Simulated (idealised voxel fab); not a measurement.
Documented hereafter: the process module known as voxel self aligned vias.
It is cross-section cut that appears here, measuring 255 nm in width, its square cells being 5 nm in size.
Cross-section layout: square cells on a grid; listed as bands, top to bottom; a band spans one or more cell rows.
Each band's line starts with the height of the band's top and of its bottom, in nm. Then come its materials from left to right, each with its width in nm. One material with "all across" fills the band from edge to edge. "blank" is empty space.
For the purposes of this specification, 0 denotes the height below which the wafer in its as-received condition is composed wholly of one material, and the lowermost band, lacking a lower limit, extends downward without end, as expressed in "0..down".
The expression "30..40" gives the width at the extremes of the band, the first number at its top row of cells and the second at its bottom row, with the width changing by equal amounts from each row to the next in between.
The cross-section has no changed cell in any step marked "nothing got changed".
"Enclosed internal voids" - sealed voids, min. 8 cells, no opening to top; format: width x height at distance (distance from left edge; nm throughout).
after a step's settings: what the simulator itself notes on the step
What "overlay nm" on a step's line means: if the step has a mask, that mask lay this far to the right of its planned place, or, when the value is negative, to the left.
-- The planned process steps are enumerated hereunder
1 RECEIVE (material Si)
2 CONFORMAL_DEP (material SiO2; thk nm 10)
3 CONFORMAL_DEP (material SiCN; thk nm 5)
4 DIRECTIONAL_DEP (material lowk; thk nm 30)
5 PATTERN (tone open; mask id LINES; material resist; width nm 25; pitch nm 70; thk nm 15; overlay nm 0)
6 DIRECTIONAL_ETCH (etch materials lowk; depth nm 30)
7 STRIP (etch materials resist)
8 CONFORMAL_DEP (material TiN; thk nm 5)
9 FILL_DEP (material Ru; thk nm 5)
10 CMP (height nm 45)
11 SELECTIVE_ETCH (etch materials W Ru TiN; depth nm 5)
12 FILL_DEP (material SiN; thk nm 10)
13 CMP (height nm 45)
14 DIRECTIONAL_DEP (material lowk; thk nm 15)
15 DIRECTIONAL_DEP (material aC; thk nm 10)
16 PATTERN (tone open; mask id VIAS; material resist; width nm 45; thk nm 30; overlay nm 0)
17 DIRECTIONAL_ETCH (etch materials aC; depth nm 10)
18 STRIP (etch materials resist)
19 DIRECTIONAL_ETCH (etch materials lowk; depth nm 15)
20 DIRECTIONAL_ETCH (etch materials SiN; depth nm 5)
21 STRIP (etch materials aC)
22 CONFORMAL_DEP (material TiN; thk nm 5)
23 FILL_DEP (material Ru; thk nm 5)
24 CMP (height nm 60)
25 CONFORMAL_DEP (material SiN; thk nm 5)
-- This is the cross-section of the wafer as we received it, i.e. after step 1
- 0..down  Si all across
- Enclosed internal voids: none
-- Looking at the first of two wafers in cross-section at end of module - ran to plan
- 65..60  SiN all across
- 60..50  70 of lowk, then 5 of TiN, then 35 of Ru, then 5 of TiN, then 140 of lowk
- 50..45  70 of lowk, then 15 of TiN, then 15 of Ru, then 15 of TiN, then 140 of lowk
- 45..40  80 of lowk, then 25 of TiN, then 45 of lowk, then 25 of SiN, then 80 of lowk
- 40..20  80 of lowk, then 5 of TiN, then 15 of Ru, then 5 of TiN, then 45 of lowk, then 5 of TiN, then 15 of Ru, then 5 of TiN, then 80 of lowk
- 20..15  80 of lowk, then 25 of TiN, then 45 of lowk, then 25 of TiN, then 80 of lowk
- 15..10  SiCN all across
- 10..0  SiO2 all across
- 0..down  Si all across
- Enclosed internal voids: none
-- Wafer two, sectioned after the module: the first wafer's start, the first wafer's plan, and one mistake in how it was run
- 65..60  SiN all across
- 60..50  70 of lowk, then 5 of TiN, then 35 of Ru, then 5 of TiN, then 140 of lowk
- 50..45  70 of lowk, then 15 of TiN, then 15 of Ru, then 15 of TiN, then 140 of lowk
- 45..40  80 of lowk, then 25 of TiN, then 45 of lowk, then 25 of SiN, then 80 of lowk
- 40..20  80 of lowk, then 5 of TiN, then 15 of Ru, then 5 of TiN, then 45 of lowk, then 5 of TiN, then 15 of Ru, then 5 of TiN, then 80 of lowk
- 20..15  80 of lowk, then 25 of TiN, then 45 of lowk, then 25 of TiN, then 80 of lowk
- 15..5  SiO2 all across
- 5..0  SiCN all across
- 0..down  Si all across
- Enclosed internal voids: none
What was done differently from what was planned? the intended sequence of steps 2 and 3 was reversed during processing, with each occupying the position of the other
Cell counts per material: same on both final wafers. Positions: different.
